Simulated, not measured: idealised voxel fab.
voxel ribs on slabs: a process module
Cross-sectional view cut (width: 265 nm; square cell size: 5 nm).
For the purposes of this document, a cross-section shall be understood as a grid of square cells, specified as bands listed in top-to-bottom order, each band consisting of one or more rows of cells.
The band entry comprises the height of the band's top followed by the height of its bottom, expressed in nm, and subsequently the band's materials from left to right, each stated together with its width in nm. Where a single material is marked with the word "full width", that material fills the band from edge to edge. The word "empty" represents empty space.
Height 0 is the level under which the wafer as received is all one material. The lowest band goes on downwards, as in "from 0 down".
Note: "30 to 40" means the width goes from the first number (top row of the band) to the second number (bottom row) in equal steps per row of cells.
Key: "no alteration" - step with no changed cell in the cross-section.
Under "Sealed internal cavities" you'll find the enclosed gaps, the ones with no way out to the top, that are 8 cells or bigger; each reads width x height at distance, with distance counted from the left edge, everything in nm.
What comes after the settings on a step's line is commentary from the simulator itself on that step.
"overlay nm", when on a step's line for a step with a mask, measures how far to the right of its planned place the mask lay; a negative measure means to the left.
## Below is the list of planned process steps
- 1: RECEIVE, material Si
- 2: DIRECTIONAL_DEP, material SiO2, thk nm 20
- 3: DIRECTIONAL_DEP, material polySi, thk nm 20
- 4: PATTERN, tone cover, mask id RIB, material resist, width nm 30, thk nm 15, overlay nm -15
- 5: DIRECTIONAL_ETCH, etch materials polySi, depth nm 5
- 6: STRIP, etch materials resist
- 7: PATTERN, tone cover, mask id SLAB, material resist, width nm 90, thk nm 20, overlay nm 0
- 8: DIRECTIONAL_ETCH, etch materials polySi, depth nm 15
- 9: STRIP, etch materials resist
- 10: FILL_DEP, material SiO2, thk nm 30
- 11: CMP, height nm 60
- 12: DIRECTIONAL_DEP, material TiN, thk nm 10
- 13: PATTERN, tone cover, mask id HEATER, material resist, width nm 40, thk nm 15, overlay nm 0
- 14: DIRECTIONAL_ETCH, etch materials TiN, depth nm 10
- 15: STRIP, etch materials resist
- 16: CONFORMAL_DEP, material SiN, thk nm 5
Wafer-to-wafer difference: overlay nm, step 4. Common start. Plan = first wafer's value.
## Sectional view: first of several wafers, as received, after step 1
    from 0 down  Si full width
    Sealed internal cavities: none
## wafer rows; end of module; cells per material since receipt: (+) gained, (-) lost; then closed voids
overlay nm -15, +57 SiN, +576 SiO2, +16 TiN, +60 polySi, Sealed internal cavities: none
overlay nm -10, +57 SiN, +576 SiO2, +16 TiN, +60 polySi, Sealed internal cavities: none
overlay nm -5, +57 SiN, +576 SiO2, +16 TiN, +60 polySi, Sealed internal cavities: none
overlay nm 0, +57 SiN, +576 SiO2, +16 TiN, +60 polySi, Sealed internal cavities: none
overlay nm 5, +57 SiN, +576 SiO2, +16 TiN, +60 polySi, Sealed internal cavities: none
overlay nm 10, +57 SiN, +576 SiO2, +16 TiN, +60 polySi, Sealed internal cavities: none
overlay nm 15, +57 SiN, +576 SiO2, +16 TiN, +60 polySi, Sealed internal cavities: none
